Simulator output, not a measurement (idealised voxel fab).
The document below concerns the process module designated voxel tone inversion.
The cross-section shown here is cut; it is 205 nm wide and divided into square cells measuring 5 nm on a side.
Cross-section layout: square cells on a grid; listed as bands, top to bottom; a band spans one or more cell rows.
Band: top height; bottom height; in nm. Then, left to right: material with width in nm, for each material. "everywhere": a single material spanning edge to edge. "blank": empty space.
It should be noted that heights are counted from 0, beneath which the wafer as supplied is of one material throughout, and that the lowest band possesses no lower boundary but continues downward, as written in "0 down".
The two numbers in a width such as "30 to 40" mark its ends across the band: the first belongs to the top row of cells, the second to the bottom row, and from each row to the next the width moves by the same amount.
When a step is marked "stayed the same", none of the cells in the cross-section changed during that step.
"Voids lacking openings" specifies each empty space that is not open to the top and that occupies no fewer than 8 cells, using the form width x height at distance, the distance measured from the left edge and all three quantities in nm.
Note: text after step settings on the step line = simulator remark on that step.
overlay nm: right-of-plan distance of the mask on a masked step; negative values mean left-of-plan.

[Steps in the process plan]
1. RECEIVE, material Si
2. CONFORMAL_DEP, material SiCN, thk nm 5
3. DIRECTIONAL_DEP, material polySi, thk nm 20
4. PATTERN, tone cover, mask id POSTS, material resist, width nm 25, pitch nm 50, thk nm 30, overlay nm 0
5. DIRECTIONAL_ETCH, etch materials polySi, depth nm 20
6. STRIP, etch materials resist
7. FILL_DEP, material SiO2, thk nm 10
8. CMP, height nm 25
9. STRIP, etch materials polySi
10. CONFORMAL_DEP, material TiN, thk nm 5
11. FILL_DEP, material Ru, thk nm 10
12. CMP, height nm 25
13. CONFORMAL_DEP, material SiCN, thk nm 5

[The first wafer of two, processed as planned]

[Here's what the wafer looked like in cross-section when it arrived - that's after step 1]
0 down  Si everywhere
Voids lacking openings: none

[Cross-sectional representation of the wafer at the conclusion of step 2]
5 to 0  SiCN everywhere
Under the height 0 nothing was changed.

[Cross-sectional representation of the wafer at the conclusion of step 3]
25 to 5  polySi everywhere
Under the height 5 nothing was changed.

[Cross-sectional representation of the wafer at the conclusion of step 4]
55 to 25  blank: 15 | resist: 25 | blank: 25 | resist: 25 | blank: 25 | resist: 25 | blank: 25 | resist: 25 | blank: 15
Under the height 25 nothing was changed.

[Cross-sectional representation of the wafer at the conclusion of step 5]
55 to 25  blank: 15 | resist: 25 | blank: 25 | resist: 25 | blank: 25 | resist: 25 | blank: 25 | resist: 25 | blank: 15
25 to 5  blank: 15 | polySi: 25 | blank: 25 | polySi: 25 | blank: 25 | polySi: 25 | blank: 25 | polySi: 25 | blank: 15
Under the height 5 nothing was changed.

[Cross-sectional representation of the wafer at the conclusion of step 6]
25 to 5  blank: 15 | polySi: 25 | blank: 25 | polySi: 25 | blank: 25 | polySi: 25 | blank: 25 | polySi: 25 | blank: 15
Under the height 5 nothing was changed.

[Cross-sectional representation of the wafer at the conclusion of step 7]
35 to 25  SiO2 everywhere
25 to 5  SiO2: 15 | polySi: 25 | SiO2: 25 | polySi: 25 | SiO2: 25 | polySi: 25 | SiO2: 25 | polySi: 25 | SiO2: 15
Under the height 5 nothing was changed.

[Cross-sectional representation of the wafer at the conclusion of step 8]
25 to 5  SiO2: 15 | polySi: 25 | SiO2: 25 | polySi: 25 | SiO2: 25 | polySi: 25 | SiO2: 25 | polySi: 25 | SiO2: 15
Under the height 5 nothing was changed.

[Cross-sectional representation of the wafer at the conclusion of step 9]
25 to 5  SiO2: 15 | blank: 25 | SiO2: 25 | blank: 25 | SiO2: 25 | blank: 25 | SiO2: 25 | blank: 25 | SiO2: 15
Under the height 5 nothing was changed.

[Cross-sectional representation of the wafer at the conclusion of step 10]
30 to 25  TiN: 20 | blank: 15 | TiN: 35 | blank: 15 | TiN: 35 | blank: 15 | TiN: 35 | blank: 15 | TiN: 20
25 to 10  SiO2: 15 | TiN: 5 | blank: 15 | TiN: 5 | SiO2: 25 | TiN: 5 | blank: 15 | TiN: 5 | SiO2: 25 | TiN: 5 | blank: 15 | TiN: 5 | SiO2: 25 | TiN: 5 | blank: 15 | TiN: 5 | SiO2: 15
10 to 5  SiO2: 15 | TiN: 25 | SiO2: 25 | TiN: 25 | SiO2: 25 | TiN: 25 | SiO2: 25 | TiN: 25 | SiO2: 15
Under the height 5 nothing was changed.

[Cross-sectional representation of the wafer at the conclusion of step 11]
40 to 30  Ru everywhere
30 to 25  TiN: 20 | Ru: 15 | TiN: 35 | Ru: 15 | TiN: 35 | Ru: 15 | TiN: 35 | Ru: 15 | TiN: 20
25 to 10  SiO2: 15 | TiN: 5 | Ru: 15 | TiN: 5 | SiO2: 25 | TiN: 5 | Ru: 15 | TiN: 5 | SiO2: 25 | TiN: 5 | Ru: 15 | TiN: 5 | SiO2: 25 | TiN: 5 | Ru: 15 | TiN: 5 | SiO2: 15
Under the height 10 nothing was changed.

[Cross-sectional representation of the wafer at the conclusion of step 12]
25 to 10  SiO2: 15 | TiN: 5 | Ru: 15 | TiN: 5 | SiO2: 25 | TiN: 5 | Ru: 15 | TiN: 5 | SiO2: 25 | TiN: 5 | Ru: 15 | TiN: 5 | SiO2: 25 | TiN: 5 | Ru: 15 | TiN: 5 | SiO2: 15
Under the height 10 nothing was changed.

[Cross-sectional representation of the wafer at the conclusion of step 13]
30 to 25  SiCN everywhere
Under the height 25 nothing was changed.

[Second wafer, same starting conditions and recipe as the first, one mistake in executing it, nothing differs from the first up to and including step 3]

[The second wafer cut through, at the time step 4 was supposed to be finished]
55 to 25  resist: 15 | blank: 25 | resist: 25 | blank: 25 | resist: 25 | blank: 25 | resist: 25 | blank: 25 | resist: 15
Under the height 25 nothing was changed.

[The second wafer cut through, at the time step 5 was supposed to be finished]
55 to 25  resist: 15 | blank: 25 | resist: 25 | blank: 25 | resist: 25 | blank: 25 | resist: 25 | blank: 25 | resist: 15
25 to 5  polySi: 15 | blank: 25 | polySi: 25 | blank: 25 | polySi: 25 | blank: 25 | polySi: 25 | blank: 25 | polySi: 15
Under the height 5 nothing was changed.

[The second wafer cut through, at the time step 6 was supposed to be finished]
25 to 5  polySi: 15 | blank: 25 | polySi: 25 | blank: 25 | polySi: 25 | blank: 25 | polySi: 25 | blank: 25 | polySi: 15
Under the height 5 nothing was changed.

[The second wafer cut through, at the time step 7 was supposed to be finished]
35 to 25  SiO2 everywhere
25 to 5  polySi: 15 | SiO2: 25 | polySi: 25 | SiO2: 25 | polySi: 25 | SiO2: 25 | polySi: 25 | SiO2: 25 | polySi: 15
Under the height 5 nothing was changed.

[The second wafer cut through, at the time step 8 was supposed to be finished]
25 to 5  polySi: 15 | SiO2: 25 | polySi: 25 | SiO2: 25 | polySi: 25 | SiO2: 25 | polySi: 25 | SiO2: 25 | polySi: 15
Under the height 5 nothing was changed.

[The second wafer cut through, at the time step 9 was supposed to be finished]
25 to 5  blank: 15 | SiO2: 25 | blank: 25 | SiO2: 25 | blank: 25 | SiO2: 25 | blank: 25 | SiO2: 25 | blank: 15
Under the height 5 nothing was changed.

[The second wafer cut through, at the time step 10 was supposed to be finished]
30 to 25  blank: 10 | TiN: 35 | blank: 15 | TiN: 35 | blank: 15 | TiN: 35 | blank: 15 | TiN: 35 | blank: 10
25 to 10  blank: 10 | TiN: 5 | SiO2: 25 | TiN: 5 | blank: 15 | TiN: 5 | SiO2: 25 | TiN: 5 | blank: 15 | TiN: 5 | SiO2: 25 | TiN: 5 | blank: 15 | TiN: 5 | SiO2: 25 | TiN: 5 | blank: 10
10 to 5  TiN: 15 | SiO2: 25 | TiN: 25 | SiO2: 25 | TiN: 25 | SiO2: 25 | TiN: 25 | SiO2: 25 | TiN: 15
Under the height 5 nothing was changed.

[The second wafer cut through, at the time step 11 was supposed to be finished]
40 to 30  Ru everywhere
30 to 25  Ru: 10 | TiN: 35 | Ru: 15 | TiN: 35 | Ru: 15 | TiN: 35 | Ru: 15 | TiN: 35 | Ru: 10
25 to 10  Ru: 10 | TiN: 5 | SiO2: 25 | TiN: 5 | Ru: 15 | TiN: 5 | SiO2: 25 | TiN: 5 | Ru: 15 | TiN: 5 | SiO2: 25 | TiN: 5 | Ru: 15 | TiN: 5 | SiO2: 25 | TiN: 5 | Ru: 10
Under the height 10 nothing was changed.

[The second wafer cut through, at the time step 12 was supposed to be finished]
25 to 10  Ru: 10 | TiN: 5 | SiO2: 25 | TiN: 5 | Ru: 15 | TiN: 5 | SiO2: 25 | TiN: 5 | Ru: 15 | TiN: 5 | SiO2: 25 | TiN: 5 | Ru: 15 | TiN: 5 | SiO2: 25 | TiN: 5 | Ru: 10
Under the height 10 nothing was changed.

[The second wafer cut through, at the time step 13 was supposed to be finished]
30 to 25  SiCN everywhere
Under the height 25 nothing was changed.
Plan not followed: contrary to plan, step 4 was performed as PATTERN, tone open, mask id POSTS, material resist, width nm 25, pitch nm 50, thk nm 30, overlay nm 0
Final wafer comparison in cells, second versus first, more or fewer per material: Ru: 3 more; SiO2: 4 fewer; TiN: 1 more
